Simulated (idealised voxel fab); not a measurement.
process module | voxel self aligned vias
cross-section cut | 230 nm wide | cells 5 nm
A cross-section is a grid of square cells, given in bands from the top down. A band is one or more rows of cells.
Each band's line starts with the height of the band's top and of its bottom, in nm. Then come its materials from left to right, each with its width in nm. One material with "throughout" fills the band from edge to edge. "air" is empty space.
Height 0 is the level under which the wafer as received is all one material. The lowest band goes on downwards, as in "0 down".
A width such as "30 to 40" changes by the same amount from each row of cells to the next, from the band's top row to its bottom row.
"no change" after a step means that no cell of the cross-section changed.
closed voids: empty space of 8 cells or more with no open way to the top, each as width x height at its distance from the left edge, in nm
after a step's settings: what the simulator itself notes on the step
overlay nm, on a step with a mask: how far to the right of its planned place the mask lay; to the left if negative
plan
1 op RECEIVE | material Si
2 op CONFORMAL_DEP | material SiO2 | thk nm 15
3 op CONFORMAL_DEP | material SiCN | thk nm 5
4 op DIRECTIONAL_DEP | material lowk | thk nm 20
5 op MASKED_ETCH | tone open | mask id LINES | width nm 30 | pitch nm 55 | etch materials lowk | depth nm 20 | overlay nm 0
6 op CONFORMAL_DEP | material TiN | thk nm 5
7 op FILL_DEP | material W | thk nm 10
8 op CMP | height nm 40
9 op SELECTIVE_ETCH | etch materials W Ru TiN | depth nm 5
10 op FILL_DEP | material SiN | thk nm 10
11 op CMP | height nm 40
12 op DIRECTIONAL_DEP | material lowk | thk nm 20
13 op DIRECTIONAL_DEP | material aC | thk nm 15
14 op PATTERN | tone open | mask id VIAS | material resist | width nm 40 | thk nm 30 | overlay nm 0
15 op DIRECTIONAL_ETCH | etch materials aC | depth nm 15
16 op STRIP | etch materials resist
17 op DIRECTIONAL_ETCH | etch materials lowk | depth nm 20
18 op DIRECTIONAL_ETCH | etch materials SiN | depth nm 5
19 op STRIP | etch materials aC
20 op CONFORMAL_DEP | material TiN | thk nm 5
21 op FILL_DEP | material W | thk nm 10
22 op CMP | height nm 60
23 op CONFORMAL_DEP | material SiN | thk nm 5
first wafer, as planned
as received, after step 1
  0 down: Si throughout
  closed voids: none
after step 2
  15 to 0: SiO2 throughout
  below 0: unchanged
after step 3
  20 to 15: SiCN throughout
  below 15: unchanged
after step 4
  40 to 20: lowk throughout
  below 20: unchanged
after step 5
  40 to 20: lowk 70 | air 30 | lowk 25 | air 30 | lowk 75
  below 20: unchanged
after step 6
  45 to 40: TiN 75 | air 20 | TiN 35 | air 20 | TiN 80
  40 to 25: lowk 70 | TiN 5 | air 20 | TiN 5 | lowk 25 | TiN 5 | air 20 | TiN 5 | lowk 75
  25 to 20: lowk 70 | TiN 30 | lowk 25 | TiN 30 | lowk 75
  below 20: unchanged
after step 7
  55 to 45: W throughout
  45 to 40: TiN 75 | W 20 | TiN 35 | W 20 | TiN 80
  40 to 25: lowk 70 | TiN 5 | W 20 | TiN 5 | lowk 25 | TiN 5 | W 20 | TiN 5 | lowk 75
  below 25: unchanged
after step 8
  40 to 25: lowk 70 | TiN 5 | W 20 | TiN 5 | lowk 25 | TiN 5 | W 20 | TiN 5 | lowk 75
  below 25: unchanged
after step 9
  40 to 35: lowk 70 | air 30 | lowk 25 | air 30 | lowk 75
  below 35: unchanged
after step 10
  50 to 40: SiN throughout
  40 to 35: lowk 70 | SiN 30 | lowk 25 | SiN 30 | lowk 75
  below 35: unchanged
after step 11
  40 to 35: lowk 70 | SiN 30 | lowk 25 | SiN 30 | lowk 75
  below 35: unchanged
after step 12
  60 to 40: lowk throughout
  below 40: unchanged
after step 13
  75 to 60: aC throughout
  below 60: unchanged
after step 14
  105 to 75: resist 65 | air 40 | resist 125
  below 75: unchanged
after step 15
  90 to 75: resist 65 | air 40 | resist 125
  75 to 60: aC 65 | air 40 | aC 125
  below 60: unchanged
after step 16
  75 to 60: aC 65 | air 40 | aC 125
  below 60: unchanged
after step 17
  75 to 60: aC 65 | air 40 | aC 125
  60 to 40: lowk 65 | air 40 | lowk 125
  below 40: unchanged
after step 18
  75 to 60: aC 65 | air 40 | aC 125
  60 to 40: lowk 65 | air 40 | lowk 125
  40 to 35: lowk 70 | air 30 | lowk 25 | SiN 30 | lowk 75
  below 35: unchanged
after step 19
  60 to 40: lowk 65 | air 40 | lowk 125
  below 40: unchanged
after step 20
  65 to 60: TiN 70 | air 30 | TiN 130
  60 to 45: lowk 65 | TiN 5 | air 30 | TiN 5 | lowk 125
  45 to 40: lowk 65 | TiN 10 | air 20 | TiN 10 | lowk 125
  40 to 35: lowk 70 | TiN 30 | lowk 25 | SiN 30 | lowk 75
  below 35: unchanged
after step 21
  75 to 65: W throughout
  65 to 60: TiN 70 | W 30 | TiN 130
  60 to 45: lowk 65 | TiN 5 | W 30 | TiN 5 | lowk 125
  45 to 40: lowk 65 | TiN 10 | W 20 | TiN 10 | lowk 125
  below 40: unchanged
after step 22
  60 to 45: lowk 65 | TiN 5 | W 30 | TiN 5 | lowk 125
  below 45: unchanged
after step 23
  65 to 60: SiN throughout
  below 60: unchanged
second wafer: like start, like plan, one mistake. Through step 1 it matches the first wafer
when step 2 should have ended
  5 to 0: SiO2 throughout
  below 0: unchanged
when step 3 should have ended
  10 to 5: SiCN throughout
  below 5: unchanged
when step 4 should have ended
  30 to 10: lowk throughout
  below 10: unchanged
when step 5 should have ended
  30 to 10: lowk 70 | air 30 | lowk 25 | air 30 | lowk 75
  below 10: unchanged
when step 6 should have ended
  35 to 30: TiN 75 | air 20 | TiN 35 | air 20 | TiN 80
  30 to 15: lowk 70 | TiN 5 | air 20 | TiN 5 | lowk 25 | TiN 5 | air 20 | TiN 5 | lowk 75
  15 to 10: lowk 70 | TiN 30 | lowk 25 | TiN 30 | lowk 75
  below 10: unchanged
when step 7 should have ended
  45 to 35: W throughout
  35 to 30: TiN 75 | W 20 | TiN 35 | W 20 | TiN 80
  30 to 15: lowk 70 | TiN 5 | W 20 | TiN 5 | lowk 25 | TiN 5 | W 20 | TiN 5 | lowk 75
  below 15: unchanged
when step 8 should have ended
  40 to 35: W throughout
  below 35: unchanged
when step 9 should have ended
  35 to 30: TiN 75 | W 20 | TiN 35 | W 20 | TiN 80
  below 30: unchanged
when step 10 should have ended
  45 to 35: SiN throughout
  below 35: unchanged
when step 11 should have ended
  40 to 35: SiN throughout
  below 35: unchanged
when step 12 should have ended
  60 to 40: lowk throughout
  below 40: unchanged
when step 13 should have ended
  75 to 60: aC throughout
  below 60: unchanged
when step 14 should have ended
  105 to 75: resist 65 | air 40 | resist 125
  below 75: unchanged
when step 15 should have ended
  90 to 75: resist 65 | air 40 | resist 125
  75 to 60: aC 65 | air 40 | aC 125
  below 60: unchanged
when step 16 should have ended
  75 to 60: aC 65 | air 40 | aC 125
  below 60: unchanged
when step 17 should have ended
  75 to 60: aC 65 | air 40 | aC 125
  60 to 40: lowk 65 | air 40 | lowk 125
  below 40: unchanged
when step 18 should have ended
  75 to 60: aC 65 | air 40 | aC 125
  60 to 40: lowk 65 | air 40 | lowk 125
  40 to 35: SiN 65 | air 40 | SiN 125
  below 35: unchanged
when step 19 should have ended
  60 to 40: lowk 65 | air 40 | lowk 125
  below 40: unchanged
when step 20 should have ended
  65 to 60: TiN 70 | air 30 | TiN 130
  60 to 40: lowk 65 | TiN 5 | air 30 | TiN 5 | lowk 125
  40 to 35: SiN 65 | TiN 40 | SiN 125
  below 35: unchanged
when step 21 should have ended
  75 to 65: W throughout
  65 to 60: TiN 70 | W 30 | TiN 130
  60 to 40: lowk 65 | TiN 5 | W 30 | TiN 5 | lowk 125
  below 40: unchanged
when step 22 should have ended
  60 to 40: lowk 65 | TiN 5 | W 30 | TiN 5 | lowk 125
  below 40: unchanged
when step 23 should have ended
  65 to 60: SiN throughout
  below 60: unchanged
what went wrong: step 2 ran as: op CONFORMAL_DEP | material SiO2 | thk nm 5
at the end the second wafer has, in cells: 32 more of SiN | 92 fewer of SiO2 | 42 more of TiN | 18 more of W
